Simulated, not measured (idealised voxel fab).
Name of the process module below: voxel wiring stack
FYI the section here is cut, 175 nm wide, cells are 5 nm squares.
How to read a cross-section here: the picture is a grid of square cells, written as bands going from the top down, and any band can span one or more rows of cells. What a band's entry tells you: where the top is and where the bottom is, as heights in nm, and after that what lies inside, material by material from left to right, each with its width in nm. Empty space is written as the word "air", and a single material marked with the word "full width" occupies the band from edge to edge. Heights from 0 (as-received wafer is one material below). Bottom band endless downward, as "0..down". When a width is written as two numbers, as in "30 to 40", the first number is the width in the top row of cells of the band and the second is the width in its bottom row, and the width changes by the same amount from each row to the next. "nothing altered" means the step left every cell of the cross-section as it was. Voids not open to the top, 8 cells minimum: see "Trapped void list". Written width x height at distance; distance is from the left edge; nm. Read whatever lies past the settings on a step's line as the simulator's own remark about the step. You can add "overlay nm" to a step's line. For a step with a mask, it describes how far the mask lay to the right of its planned position, and a negative number describes a lay to the left.
List of planned process steps:
1 RECEIVE [material Si]
2 CONFORMAL_DEP [material SiO2] [thk nm 15]
3 DIRECTIONAL_DEP [material TiN] [thk nm 5]
4 DIRECTIONAL_DEP [material Ru] [thk nm 15]
5 MASKED_ETCH [tone cover] [mask id METAL_1] [width nm 25] [pitch nm 55] [etch materials Ru] [depth nm 15] [overlay nm 0]
6 MASKED_ETCH [tone cover] [mask id METAL_1] [width nm 25] [pitch nm 55] [etch materials TiN] [depth nm 5] [overlay nm 0]
7 FILL_DEP [material lowk] [thk nm 5]
8 CMP [height nm 35]
9 CONFORMAL_DEP [material SiCN] [thk nm 5]
10 DIRECTIONAL_DEP [material lowk] [thk nm 10]
11 DIRECTIONAL_DEP [material aC] [thk nm 15]
12 PATTERN [tone open] [mask id PLUG_1] [material resist] [width nm 15] [pitch nm 55] [thk nm 30] [overlay nm 0]
13 DIRECTIONAL_ETCH [etch materials aC] [depth nm 15]
14 STRIP [etch materials resist]
15 DIRECTIONAL_ETCH [etch materials lowk] [depth nm 10]
16 DIRECTIONAL_ETCH [etch materials SiCN] [depth nm 5]
17 STRIP [etch materials aC]
18 CONFORMAL_DEP [material TiN] [thk nm 5]
19 FILL_DEP [material Ru] [thk nm 5]
20 CMP [height nm 50]
21 CONFORMAL_DEP [material SiCN] [thk nm 5]
22 DIRECTIONAL_DEP [material SiO2] [thk nm 15]
23 PATTERN [tone open] [mask id METAL_2] [material resist] [width nm 25] [pitch nm 55] [thk nm 15] [overlay nm 0]
24 DIRECTIONAL_ETCH [etch materials SiO2] [depth nm 15]
25 DIRECTIONAL_ETCH [etch materials SiCN] [depth nm 5]
26 STRIP [etch materials resist]
27 CONFORMAL_DEP [material TiN] [thk nm 5]
28 FILL_DEP [material Ru] [thk nm 5]
29 CMP [height nm 70]
30 CONFORMAL_DEP [material SiCN] [thk nm 5]
31 DIRECTIONAL_DEP [material SiO2] [thk nm 30]
32 MASKED_ETCH [tone open] [mask id METAL_3_HOLES] [width nm 15] [etch materials SiO2] [depth nm 30] [overlay nm 0]
33 MASKED_ETCH [tone open] [mask id METAL_3] [width nm 25] [pitch nm 55] [etch materials SiO2] [depth nm 15] [overlay nm 0]
34 MASKED_ETCH [tone open] [mask id METAL_3] [width nm 25] [pitch nm 55] [etch materials SiCN] [depth nm 5] [overlay nm 0]
35 CONFORMAL_DEP [material TiN] [thk nm 5]
36 FILL_DEP [material Ru] [thk nm 5]
37 CMP [height nm 105]
38 CONFORMAL_DEP [material SiCN] [thk nm 5]
The first of a set of two wafers, run to plan:
Wafer as received: cross-section following step 1:
0..down: Si full width
Trapped void list: none
State of the wafer after step 2, shown in cross-section:
15..0: SiO2 full width
Nothing below the height 0 has changed.
State of the wafer after step 3, shown in cross-section:
20..15: TiN full width
Nothing below the height 15 has changed.
State of the wafer after step 4, shown in cross-section:
35..20: Ru full width
Nothing below the height 20 has changed.
State of the wafer after step 5, shown in cross-section:
35..20: air 45 / Ru 25 / air 30 / Ru 25 / air 50
Nothing below the height 20 has changed.
State of the wafer after step 6, shown in cross-section:
35..20: air 45 / Ru 25 / air 30 / Ru 25 / air 50
20..15: air 45 / TiN 25 / air 30 / TiN 25 / air 50
Nothing below the height 15 has changed.
State of the wafer after step 7, shown in cross-section:
40..35: lowk full width
35..20: lowk 45 / Ru 25 / lowk 30 / Ru 25 / lowk 50
20..15: lowk 45 / TiN 25 / lowk 30 / TiN 25 / lowk 50
Nothing below the height 15 has changed.
State of the wafer after step 8, shown in cross-section:
35..20: lowk 45 / Ru 25 / lowk 30 / Ru 25 / lowk 50
Nothing below the height 20 has changed.
State of the wafer after step 9, shown in cross-section:
40..35: SiCN full width
Nothing below the height 35 has changed.
State of the wafer after step 10, shown in cross-section:
50..40: lowk full width
Nothing below the height 40 has changed.
State of the wafer after step 11, shown in cross-section:
65..50: aC full width
Nothing below the height 50 has changed.
State of the wafer after step 12, shown in cross-section:
95..65: resist 45 / air 15 / resist 40 / air 15 / resist 60
Nothing below the height 65 has changed.
State of the wafer after step 13, shown in cross-section:
80..65: resist 45 / air 15 / resist 40 / air 15 / resist 60
65..50: aC 45 / air 15 / aC 40 / air 15 / aC 60
Nothing below the height 50 has changed.
State of the wafer after step 14, shown in cross-section:
65..50: aC 45 / air 15 / aC 40 / air 15 / aC 60
Nothing below the height 50 has changed.
State of the wafer after step 15, shown in cross-section:
65..50: aC 45 / air 15 / aC 40 / air 15 / aC 60
50..40: lowk 45 / air 15 / lowk 40 / air 15 / lowk 60
Nothing below the height 40 has changed.
State of the wafer after step 16, shown in cross-section:
65..50: aC 45 / air 15 / aC 40 / air 15 / aC 60
50..40: lowk 45 / air 15 / lowk 40 / air 15 / lowk 60
40..35: SiCN 45 / air 15 / SiCN 40 / air 15 / SiCN 60
Nothing below the height 35 has changed.
State of the wafer after step 17, shown in cross-section:
50..40: lowk 45 / air 15 / lowk 40 / air 15 / lowk 60
Nothing below the height 40 has changed.
State of the wafer after step 18, shown in cross-section:
55..50: TiN 50 / air 5 / TiN 50 / air 5 / TiN 65
50..40: lowk 45 / TiN 5 / air 5 / TiN 5 / lowk 40 / TiN 5 / air 5 / TiN 5 / lowk 60
40..35: SiCN 45 / TiN 15 / SiCN 40 / TiN 15 / SiCN 60
Nothing below the height 35 has changed.
State of the wafer after step 19, shown in cross-section:
60..55: Ru full width
55..50: TiN 50 / Ru 5 / TiN 50 / Ru 5 / TiN 65
50..40: lowk 45 / TiN 5 / Ru 5 / TiN 5 / lowk 40 / TiN 5 / Ru 5 / TiN 5 / lowk 60
Nothing below the height 40 has changed.
State of the wafer after step 20, shown in cross-section:
50..40: lowk 45 / TiN 5 / Ru 5 / TiN 5 / lowk 40 / TiN 5 / Ru 5 / TiN 5 / lowk 60
Nothing below the height 40 has changed.
State of the wafer after step 21, shown in cross-section:
55..50: SiCN full width
Nothing below the height 50 has changed.
State of the wafer after step 22, shown in cross-section:
70..55: SiO2 full width
Nothing below the height 55 has changed.
State of the wafer after step 23, shown in cross-section:
85..70: resist 45 / air 25 / resist 30 / air 25 / resist 50
Nothing below the height 70 has changed.
State of the wafer after step 24, shown in cross-section:
85..70: resist 45 / air 25 / resist 30 / air 25 / resist 50
70..55: SiO2 45 / air 25 / SiO2 30 / air 25 / SiO2 50
Nothing below the height 55 has changed.
State of the wafer after step 25, shown in cross-section:
85..70: resist 45 / air 25 / resist 30 / air 25 / resist 50
70..55: SiO2 45 / air 25 / SiO2 30 / air 25 / SiO2 50
55..50: SiCN 45 / air 25 / SiCN 30 / air 25 / SiCN 50
Nothing below the height 50 has changed.
State of the wafer after step 26, shown in cross-section:
70..55: SiO2 45 / air 25 / SiO2 30 / air 25 / SiO2 50
Nothing below the height 55 has changed.
State of the wafer after step 27, shown in cross-section:
75..70: TiN 50 / air 15 / TiN 40 / air 15 / TiN 55
70..55: SiO2 45 / TiN 5 / air 15 / TiN 5 / SiO2 30 / TiN 5 / air 15 / TiN 5 / SiO2 50
55..50: SiCN 45 / TiN 25 / SiCN 30 / TiN 25 / SiCN 50
Nothing below the height 50 has changed.
State of the wafer after step 28, shown in cross-section:
80..75: Ru full width
75..70: TiN 50 / Ru 15 / TiN 40 / Ru 15 / TiN 55
70..55: SiO2 45 / TiN 5 / Ru 15 / TiN 5 / SiO2 30 / TiN 5 / Ru 15 / TiN 5 / SiO2 50
Nothing below the height 55 has changed.
State of the wafer after step 29, shown in cross-section:
70..55: SiO2 45 / TiN 5 / Ru 15 / TiN 5 / SiO2 30 / TiN 5 / Ru 15 / TiN 5 / SiO2 50
Nothing below the height 55 has changed.
State of the wafer after step 30, shown in cross-section:
75..70: SiCN full width
Nothing below the height 70 has changed.
State of the wafer after step 31, shown in cross-section:
105..75: SiO2 full width
Nothing below the height 75 has changed.
State of the wafer after step 32, shown in cross-section:
105..75: SiO2 45 / air 15 / SiO2 115
Nothing below the height 75 has changed.
State of the wafer after step 33, shown in cross-section:
105..90: SiO2 45 / air 25 / SiO2 30 / air 25 / SiO2 50
Nothing below the height 90 has changed.
State of the wafer after step 34, shown in cross-section:
105..90: SiO2 45 / air 25 / SiO2 30 / air 25 / SiO2 50
90..75: SiO2 45 / air 15 / SiO2 115
75..70: SiCN 45 / air 15 / SiCN 115
Nothing below the height 70 has changed.
State of the wafer after step 35, shown in cross-section:
110..105: TiN 50 / air 15 / TiN 40 / air 15 / TiN 55
105..95: SiO2 45 / TiN 5 / air 15 / TiN 5 / SiO2 30 / TiN 5 / air 15 / TiN 5 / SiO2 50
95..90: SiO2 45 / TiN 5 / air 5 / TiN 15 / SiO2 30 / TiN 25 / SiO2 50
90..75: SiO2 45 / TiN 5 / air 5 / TiN 5 / SiO2 115
75..70: SiCN 45 / TiN 15 / SiCN 115
Nothing below the height 70 has changed.
State of the wafer after step 36, shown in cross-section:
115..110: Ru full width
110..105: TiN 50 / Ru 15 / TiN 40 / Ru 15 / TiN 55
105..95: SiO2 45 / TiN 5 / Ru 15 / TiN 5 / SiO2 30 / TiN 5 / Ru 15 / TiN 5 / SiO2 50
95..90: SiO2 45 / TiN 5 / Ru 5 / TiN 15 / SiO2 30 / TiN 25 / SiO2 50
90..75: SiO2 45 / TiN 5 / Ru 5 / TiN 5 / SiO2 115
Nothing below the height 75 has changed.
State of the wafer after step 37, shown in cross-section:
105..95: SiO2 45 / TiN 5 / Ru 15 / TiN 5 / SiO2 30 / TiN 5 / Ru 15 / TiN 5 / SiO2 50
Nothing below the height 95 has changed.
State of the wafer after step 38, shown in cross-section:
110..105: SiCN full width
Nothing below the height 105 has changed.
Regarding the second of the two wafers: it shared the first wafer's starting condition and process plan, yet one error occurred during its execution. Its history coincides with that of the first wafer up to and including step 11:
Second wafer, sectioned view, at step 12's planned end time:
95..65: resist 35 / air 15 / resist 40 / air 15 / resist 70
Nothing below the height 65 has changed.
Second wafer, sectioned view, at step 13's planned end time:
80..65: resist 35 / air 15 / resist 40 / air 15 / resist 70
65..50: aC 35 / air 15 / aC 40 / air 15 / aC 70
Nothing below the height 50 has changed.
Second wafer, sectioned view, at step 14's planned end time:
65..50: aC 35 / air 15 / aC 40 / air 15 / aC 70
Nothing below the height 50 has changed.
Second wafer, sectioned view, at step 15's planned end time:
65..50: aC 35 / air 15 / aC 40 / air 15 / aC 70
50..40: lowk 35 / air 15 / lowk 40 / air 15 / lowk 70
Nothing below the height 40 has changed.
Second wafer, sectioned view, at step 16's planned end time:
65..50: aC 35 / air 15 / aC 40 / air 15 / aC 70
50..40: lowk 35 / air 15 / lowk 40 / air 15 / lowk 70
40..35: SiCN 35 / air 15 / SiCN 40 / air 15 / SiCN 70
Nothing below the height 35 has changed.
Second wafer, sectioned view, at step 17's planned end time:
50..40: lowk 35 / air 15 / lowk 40 / air 15 / lowk 70
Nothing below the height 40 has changed.
Second wafer, sectioned view, at step 18's planned end time:
55..50: TiN 40 / air 5 / TiN 50 / air 5 / TiN 75
50..40: lowk 35 / TiN 5 / air 5 / TiN 5 / lowk 40 / TiN 5 / air 5 / TiN 5 / lowk 70
40..35: SiCN 35 / TiN 15 / SiCN 40 / TiN 15 / SiCN 70
Nothing below the height 35 has changed.
Second wafer, sectioned view, at step 19's planned end time:
60..55: Ru full width
55..50: TiN 40 / Ru 5 / TiN 50 / Ru 5 / TiN 75
50..40: lowk 35 / TiN 5 / Ru 5 / TiN 5 / lowk 40 / TiN 5 / Ru 5 / TiN 5 / lowk 70
Nothing below the height 40 has changed.
Second wafer, sectioned view, at step 20's planned end time:
50..40: lowk 35 / TiN 5 / Ru 5 / TiN 5 / lowk 40 / TiN 5 / Ru 5 / TiN 5 / lowk 70
Nothing below the height 40 has changed.
Second wafer, sectioned view, at step 21's planned end time:
55..50: SiCN full width
Nothing below the height 50 has changed.
Second wafer, sectioned view, at step 22's planned end time:
70..55: SiO2 full width
Nothing below the height 55 has changed.
Second wafer, sectioned view, at step 23's planned end time:
85..70: resist 45 / air 25 / resist 30 / air 25 / resist 50
Nothing below the height 70 has changed.
Second wafer, sectioned view, at step 24's planned end time:
85..70: resist 45 / air 25 / resist 30 / air 25 / resist 50
70..55: SiO2 45 / air 25 / SiO2 30 / air 25 / SiO2 50
Nothing below the height 55 has changed.
Second wafer, sectioned view, at step 25's planned end time:
85..70: resist 45 / air 25 / resist 30 / air 25 / resist 50
70..55: SiO2 45 / air 25 / SiO2 30 / air 25 / SiO2 50
55..50: SiCN 45 / air 25 / SiCN 30 / air 25 / SiCN 50
Nothing below the height 50 has changed.
Second wafer, sectioned view, at step 26's planned end time:
70..55: SiO2 45 / air 25 / SiO2 30 / air 25 / SiO2 50
Nothing below the height 55 has changed.
Second wafer, sectioned view, at step 27's planned end time:
75..70: TiN 50 / air 15 / TiN 40 / air 15 / TiN 55
70..55: SiO2 45 / TiN 5 / air 15 / TiN 5 / SiO2 30 / TiN 5 / air 15 / TiN 5 / SiO2 50
55..50: SiCN 45 / TiN 25 / SiCN 30 / TiN 25 / SiCN 50
Nothing below the height 50 has changed.
Second wafer, sectioned view, at step 28's planned end time:
80..75: Ru full width
75..70: TiN 50 / Ru 15 / TiN 40 / Ru 15 / TiN 55
70..55: SiO2 45 / TiN 5 / Ru 15 / TiN 5 / SiO2 30 / TiN 5 / Ru 15 / TiN 5 / SiO2 50
Nothing below the height 55 has changed.
Second wafer, sectioned view, at step 29's planned end time:
70..55: SiO2 45 / TiN 5 / Ru 15 / TiN 5 / SiO2 30 / TiN 5 / Ru 15 / TiN 5 / SiO2 50
Nothing below the height 55 has changed.
Second wafer, sectioned view, at step 30's planned end time:
75..70: SiCN full width
Nothing below the height 70 has changed.
Second wafer, sectioned view, at step 31's planned end time:
105..75: SiO2 full width
Nothing below the height 75 has changed.
Second wafer, sectioned view, at step 32's planned end time:
105..75: SiO2 45 / air 15 / SiO2 115
Nothing below the height 75 has changed.
Second wafer, sectioned view, at step 33's planned end time:
105..90: SiO2 45 / air 25 / SiO2 30 / air 25 / SiO2 50
Nothing below the height 90 has changed.
Second wafer, sectioned view, at step 34's planned end time:
105..90: SiO2 45 / air 25 / SiO2 30 / air 25 / SiO2 50
90..75: SiO2 45 / air 15 / SiO2 115
75..70: SiCN 45 / air 15 / SiCN 115
Nothing below the height 70 has changed.
Second wafer, sectioned view, at step 35's planned end time:
110..105: TiN 50 / air 15 / TiN 40 / air 15 / TiN 55
105..95: SiO2 45 / TiN 5 / air 15 / TiN 5 / SiO2 30 / TiN 5 / air 15 / TiN 5 / SiO2 50
95..90: SiO2 45 / TiN 5 / air 5 / TiN 15 / SiO2 30 / TiN 25 / SiO2 50
90..75: SiO2 45 / TiN 5 / air 5 / TiN 5 / SiO2 115
75..70: SiCN 45 / TiN 15 / SiCN 115
Nothing below the height 70 has changed.
Second wafer, sectioned view, at step 36's planned end time:
115..110: Ru full width
110..105: TiN 50 / Ru 15 / TiN 40 / Ru 15 / TiN 55
105..95: SiO2 45 / TiN 5 / Ru 15 / TiN 5 / SiO2 30 / TiN 5 / Ru 15 / TiN 5 / SiO2 50
95..90: SiO2 45 / TiN 5 / Ru 5 / TiN 15 / SiO2 30 / TiN 25 / SiO2 50
90..75: SiO2 45 / TiN 5 / Ru 5 / TiN 5 / SiO2 115
Nothing below the height 75 has changed.
Second wafer, sectioned view, at step 37's planned end time:
105..95: SiO2 45 / TiN 5 / Ru 15 / TiN 5 / SiO2 30 / TiN 5 / Ru 15 / TiN 5 / SiO2 50
Nothing below the height 95 has changed.
Second wafer, sectioned view, at step 38's planned end time:
110..105: SiCN full width
Nothing below the height 105 has changed.
Heads up, the wafer didn't run the way we planned it: so step 12 ended up running with a different setting than we planned, it ran as PATTERN [tone open] [mask id PLUG_1] [material resist] [width nm 15] [pitch nm 55] [thk nm 30] [overlay nm -10]
The two final wafers agree on how many cells each material fills and disagree on which cells those are.
